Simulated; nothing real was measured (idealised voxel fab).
The process module that follows is named voxel transistor to metal.
150 nm wide, 5 nm square cells: that's cross-section cut.
Cross-section = grid of square cells, listed top down in bands; band = one or more rows. Top, bottom (nm), then materials left to right with widths (nm); lone material tagged "all across" fills the whole band edge to edge; "air" = empty space. Beneath 0, the wafer as received is one material, and that level is where height counting begins. The lowest band goes on downward without a bottom; it is written like "0 down". Think of "30->40" as a width that walks from the first number to the second as you go down the band, top row to bottom row, taking equal-sized steps from row to row. Step marked "no alteration"? Then no cell in the cross-section changed in it. The entry "Enclosed void entries" lists the empty spaces that cover at least 8 cells and have no open path to the top. Each is written as width x height at distance, where the distance is measured from the left edge and all three values are in nm. Anything after a step's settings on that line? It's the simulator's own note about the step. "overlay nm" on a masked step: distance the mask lay right of its planned place, negative for left.

The process steps that were planned are listed below
- 1: RECEIVE with material Si
- 2: OXIDIZE with depth nm 5
- 3: CONFORMAL_DEP with material SiN, thk nm 15
- 4: PATTERN with tone cover, mask id ACTIVE, material resist, width nm 115, thk nm 15, overlay nm 0
- 5: DIRECTIONAL_ETCH with etch materials SiN, depth nm 15
- 6: DIRECTIONAL_ETCH with etch materials SiO2, depth nm 5
- 7: DIRECTIONAL_ETCH with etch materials Si, depth nm 35
- 8: STRIP with etch materials resist
- 9: FILL_DEP with material SiO2, thk nm 15
- 10: CMP with height nm 15
- 11: SELECTIVE_ETCH with etch materials SiO2, depth nm 5
- 12: STRIP with etch materials SiN
- 13: SELECTIVE_ETCH with etch materials SiO2, depth nm 5
- 14: OXIDIZE with depth nm 5
- 15: DIRECTIONAL_DEP with material polySi, thk nm 30
- 16: DIRECTIONAL_DEP with material SiCN, thk nm 15
- 17: DIRECTIONAL_DEP with material aC, thk nm 15
- 18: PATTERN with tone cover, mask id GATE, material resist, width nm 35, thk nm 35, overlay nm 0
- 19: DIRECTIONAL_ETCH with etch materials aC, depth nm 15
- 20: STRIP with etch materials resist
- 21: DIRECTIONAL_ETCH with etch materials SiCN, depth nm 25
- 22: DIRECTIONAL_ETCH with etch materials polySi, depth nm 40
- 23: STRIP with etch materials aC
- 24: CONFORMAL_DEP with material SiO2, thk nm 5
- 25: DIRECTIONAL_ETCH with etch materials SiO2, depth nm 5
- 26: CONFORMAL_DEP with material SiN, thk nm 5
- 27: DIRECTIONAL_ETCH with etch materials SiN, depth nm 5
- 28: DIRECTIONAL_ETCH with etch materials SiO2, depth nm 5
- 29: DIRECTIONAL_ETCH with etch materials Si, depth nm 5
- 30: EPI with material nSi, thk nm 5
- 31: FILL_DEP with material SiO2, thk nm 5
- 32: CMP with height nm 25
- 33: STRIP with etch materials polySi
- 34: SELECTIVE_ETCH with etch materials SiO2, depth nm 5
- 35: CONFORMAL_DEP with material HfO2, thk nm 5
- 36: CONFORMAL_DEP with material TiN, thk nm 5
- 37: FILL_DEP with material W, thk nm 5
- 38: CMP with height nm 20
- 39: DIRECTIONAL_DEP with material SiO2, thk nm 10
- 40: MASKED_ETCH with tone open, mask id CONTACT, width nm 15, pitch nm 90, etch materials SiO2, depth nm 40, overlay nm 0
- 41: CONFORMAL_DEP with material TiN, thk nm 5
- 42: FILL_DEP with material W, thk nm 10
- 43: CMP with height nm 30
- 44: CONFORMAL_DEP with material SiCN, thk nm 5
- 45: DIRECTIONAL_DEP with material lowk, thk nm 15
- 46: PATTERN with tone open, mask id METAL_1, material resist, width nm 15, pitch nm 90, thk nm 15, overlay nm 0
- 47: DIRECTIONAL_ETCH with etch materials lowk, depth nm 15
- 48: DIRECTIONAL_ETCH with etch materials SiCN, depth nm 5
- 49: STRIP with etch materials resist
- 50: CONFORMAL_DEP with material TiN, thk nm 5
- 51: FILL_DEP with material W, thk nm 5
- 52: CMP with height nm 50
- 53: EPI with material Ru, thk nm 5
- 54: FILL_DEP with material SiCN, thk nm 5
- 55: DIRECTIONAL_DEP with material SiO2, thk nm 30
- 56: DIRECTIONAL_DEP with material aC, thk nm 15
- 57: PATTERN with tone open, mask id METAL_2, material resist, width nm 15, pitch nm 90, thk nm 35, overlay nm 0
- 58: DIRECTIONAL_ETCH with etch materials aC, depth nm 15
- 59: STRIP with etch materials resist
- 60: DIRECTIONAL_ETCH with etch materials SiO2, depth nm 15
- 61: STRIP with etch materials aC
- 62: MASKED_ETCH with tone open, mask id METAL_2_HOLES, width nm 15, pitch nm 90, etch materials SiO2, depth nm 15, overlay nm 0
- 63: MASKED_ETCH with tone open, mask id METAL_2_HOLES, width nm 15, pitch nm 90, etch materials SiCN, depth nm 5, overlay nm 0
- 64: CONFORMAL_DEP with material TiN, thk nm 5
- 65: FILL_DEP with material Cu, thk nm 10
- 66: CMP with height nm 90
- 67: CONFORMAL_DEP with material SiCN, thk nm 5

Cross-section: wafer on arrival = after step 1
0 down | Si all across
Enclosed void entries: none

First of two wafers, end-of-module section, run followed plan
95 to 90 | SiCN all across
90 to 60 | 20 of SiO2, 5 of TiN, 5 of Cu, 5 of TiN, 75 of SiO2, 5 of TiN, 5 of Cu, 5 of TiN, 25 of SiO2
60 to 55 | 20 of SiCN, 15 of TiN, 75 of SiCN, 15 of TiN, 25 of SiCN
55 to 50 | 15 of SiCN, 25 of Ru, 65 of SiCN, 25 of Ru, 20 of SiCN
50 to 35 | 20 of lowk, 5 of TiN, 5 of W, 5 of TiN, 75 of lowk, 5 of TiN, 5 of W, 5 of TiN, 25 of lowk
35 to 30 | 20 of SiCN, 15 of TiN, 75 of SiCN, 15 of TiN, 25 of SiCN
30 to 20 | 20 of SiO2, 5 of TiN, 5 of W, 5 of TiN, 75 of SiO2, 5 of TiN, 5 of W, 5 of TiN, 25 of SiO2
20 to 5 | 20 of SiO2, 5 of TiN, 5 of W, 5 of TiN, 10 of SiO2, 5 of SiN, 5 of HfO2, 5 of TiN, 25 of W, 5 of TiN, 5 of HfO2, 5 of SiN, 10 of SiO2, 5 of TiN, 5 of W, 5 of TiN, 25 of SiO2
5 to 0 | 15 of SiO2, 5 of SiN, 5 of TiN, 5 of W, 5 of TiN, 10 of SiO2, 5 of SiN, 5 of HfO2, 5 of TiN, 25 of W, 5 of TiN, 5 of HfO2, 5 of SiN, 10 of SiO2, 5 of TiN, 5 of W, 5 of TiN, 5 of SiN, 20 of SiO2
0 to -5 | 15 of SiO2, 5 of SiN, 15 of TiN, 10 of SiO2, 5 of SiN, 5 of HfO2, 35 of TiN, 5 of HfO2, 5 of SiN, 10 of SiO2, 15 of TiN, 5 of SiN, 20 of SiO2
-5 to -10 | 20 of SiO2, 5 of nSi, 10 of TiN, 5 of SiO2, 5 of nSi, 5 of SiO2, 45 of HfO2, 5 of SiO2, 5 of nSi, 5 of SiO2, 10 of TiN, 5 of nSi, 25 of SiO2
-10 to -15 | 15 of SiO2, 5 of Si, 25 of nSi, 55 of Si, 25 of nSi, 5 of Si, 20 of SiO2
-15 to -40 | 15 of SiO2, 115 of Si, 20 of SiO2
-40 down | Si all across
Enclosed void entries: none

Here is the second of the two wafers cut open at the end of the module - same start, same plan as the first one, but we made one mistake running it
95 to 90 | SiCN all across
90 to 60 | 20 of SiO2, 5 of TiN, 5 of Cu, 5 of TiN, 75 of SiO2, 5 of TiN, 5 of Cu, 5 of TiN, 25 of SiO2
60 to 55 | 20 of SiCN, 15 of TiN, 75 of SiCN, 15 of TiN, 25 of SiCN
55 to 50 | 15 of SiCN, 25 of Ru, 65 of SiCN, 25 of Ru, 20 of SiCN
50 to 35 | 20 of lowk, 5 of TiN, 5 of W, 5 of TiN, 75 of lowk, 5 of TiN, 5 of W, 5 of TiN, 25 of lowk
35 to 30 | 20 of SiCN, 15 of TiN, 75 of SiCN, 15 of TiN, 25 of SiCN
30 to 20 | 20 of SiO2, 5 of Ru, 5 of W, 5 of Ru, 75 of SiO2, 5 of Ru, 5 of W, 5 of Ru, 25 of SiO2
20 to 5 | 20 of SiO2, 5 of Ru, 5 of W, 5 of Ru, 10 of SiO2, 5 of SiN, 5 of HfO2, 5 of TiN, 25 of W, 5 of TiN, 5 of HfO2, 5 of SiN, 10 of SiO2, 5 of Ru, 5 of W, 5 of Ru, 25 of SiO2
5 to 0 | 15 of SiO2, 5 of SiN, 5 of Ru, 5 of W, 5 of Ru, 10 of SiO2, 5 of SiN, 5 of HfO2, 5 of TiN, 25 of W, 5 of TiN, 5 of HfO2, 5 of SiN, 10 of SiO2, 5 of Ru, 5 of W, 5 of Ru, 5 of SiN, 20 of SiO2
0 to -5 | 15 of SiO2, 5 of SiN, 15 of Ru, 10 of SiO2, 5 of SiN, 5 of HfO2, 35 of TiN, 5 of HfO2, 5 of SiN, 10 of SiO2, 15 of Ru, 5 of SiN, 20 of SiO2
-5 to -10 | 20 of SiO2, 5 of nSi, 10 of Ru, 5 of SiO2, 5 of nSi, 5 of SiO2, 45 of HfO2, 5 of SiO2, 5 of nSi, 5 of SiO2, 10 of Ru, 5 of nSi, 25 of SiO2
-10 to -15 | 15 of SiO2, 5 of Si, 25 of nSi, 55 of Si, 25 of nSi, 5 of Si, 20 of SiO2
-15 to -40 | 15 of SiO2, 115 of Si, 20 of SiO2
-40 down | Si all across
Enclosed void entries: none
Want to know what went wrong? it should be noted that step 41 was executed with settings other than those planned, the operation and settings actually applied being CONFORMAL_DEP with material Ru, thk nm 5
Final cells, second wafer relative to first, materials higher or lower: 34 more of Ru | 34 fewer of TiN
